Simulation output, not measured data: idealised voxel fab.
process module | voxel double patterning
cross-section cut | 265 nm wide | cells 5 nm
A cross-section is a grid of square cells, given in bands from the top down. A band is one or more rows of cells.
Each band's line starts with the height of the band's top and of its bottom, in nm. Then come its materials from left to right, each with its width in nm. One material with "throughout" fills the band from edge to edge. "air" is empty space.
Height 0 is the level under which the wafer as received is all one material. The lowest band goes on downwards, as in "0 down".
A width such as "30 to 40" changes by the same amount from each row of cells to the next, from the band's top row to its bottom row.
"no change" after a step means that no cell of the cross-section changed.
closed voids: empty space of 8 cells or more with no open way to the top, each as width x height at its distance from the left edge, in nm
after a step's settings: what the simulator itself notes on the step
overlay nm, on a step with a mask: how far to the right of its planned place the mask lay; to the left if negative
plan
1 op RECEIVE | material Si
2 op CONFORMAL_DEP | material SiO2 | thk nm 5
3 op DIRECTIONAL_DEP | material W | thk nm 15
4 op DIRECTIONAL_DEP | material SiCN | thk nm 10
5 op PATTERN | tone open | mask id FIRST | material resist | width nm 15 | pitch nm 50 | thk nm 20 | overlay nm 0
6 op DIRECTIONAL_ETCH | etch materials SiCN | depth nm 10
7 op STRIP | etch materials resist
8 op MASKED_ETCH | tone open | mask id SECOND | width nm 15 | pitch nm 50 | etch materials SiCN | depth nm 10 | overlay nm 0
9 op DIRECTIONAL_ETCH | etch materials W | depth nm 15
10 op STRIP | etch materials SiCN
first wafer, as planned
as received, after step 1
  0 down: Si throughout
  closed voids: none
after step 2
  5 to 0: SiO2 throughout
  below 0: unchanged
after step 3
  20 to 5: W throughout
  below 5: unchanged
after step 4
  30 to 20: SiCN throughout
  below 20: unchanged
after step 5
  50 to 30: resist 75 | air 15 | resist 35 | air 15 | resist 35 | air 15 | resist 75
  below 30: unchanged
after step 6
  50 to 30: resist 75 | air 15 | resist 35 | air 15 | resist 35 | air 15 | resist 75
  30 to 20: SiCN 75 | air 15 | SiCN 35 | air 15 | SiCN 35 | air 15 | SiCN 75
  below 20: unchanged
after step 7
  30 to 20: SiCN 75 | air 15 | SiCN 35 | air 15 | SiCN 35 | air 15 | SiCN 75
  below 20: unchanged
after step 8
  30 to 20: SiCN 75 | air 15 | SiCN 10 | air 15 | SiCN 10 | air 15 | SiCN 10 | air 15 | SiCN 10 | air 15 | SiCN 75
  below 20: unchanged
after step 9
  30 to 20: SiCN 75 | air 15 | SiCN 10 | air 15 | SiCN 10 | air 15 | SiCN 10 | air 15 | SiCN 10 | air 15 | SiCN 75
  20 to 5: W 75 | air 15 | W 10 | air 15 | W 10 | air 15 | W 10 | air 15 | W 10 | air 15 | W 75
  below 5: unchanged
after step 10
  20 to 5: W 75 | air 15 | W 10 | air 15 | W 10 | air 15 | W 10 | air 15 | W 10 | air 15 | W 75
  below 5: unchanged
second wafer: like start, like plan, one mistake. Through step 4 it matches the first wafer
when step 5 should have ended
  50 to 30: resist 75 | air 20 | resist 30 | air 20 | resist 30 | air 20 | resist 70
  below 30: unchanged
when step 6 should have ended
  50 to 30: resist 75 | air 20 | resist 30 | air 20 | resist 30 | air 20 | resist 70
  30 to 20: SiCN 75 | air 20 | SiCN 30 | air 20 | SiCN 30 | air 20 | SiCN 70
  below 20: unchanged
when step 7 should have ended
  30 to 20: SiCN 75 | air 20 | SiCN 30 | air 20 | SiCN 30 | air 20 | SiCN 70
  below 20: unchanged
when step 8 should have ended
  30 to 20: SiCN 75 | air 20 | SiCN 5 | air 15 | SiCN 10 | air 20 | SiCN 5 | air 15 | SiCN 10 | air 20 | SiCN 70
  below 20: unchanged
when step 9 should have ended
  30 to 20: SiCN 75 | air 20 | SiCN 5 | air 15 | SiCN 10 | air 20 | SiCN 5 | air 15 | SiCN 10 | air 20 | SiCN 70
  20 to 5: W 75 | air 20 | W 5 | air 15 | W 10 | air 20 | W 5 | air 15 | W 10 | air 20 | W 70
  below 5: unchanged
when step 10 should have ended
  20 to 5: W 75 | air 20 | W 5 | air 15 | W 10 | air 20 | W 5 | air 15 | W 10 | air 20 | W 70
  below 5: unchanged
what went wrong: step 5 ran as: op PATTERN | tone open | mask id FIRST | material resist | width nm 20 | pitch nm 50 | thk nm 20 | overlay nm 0
at the end the second wafer has, in cells: 9 fewer of W
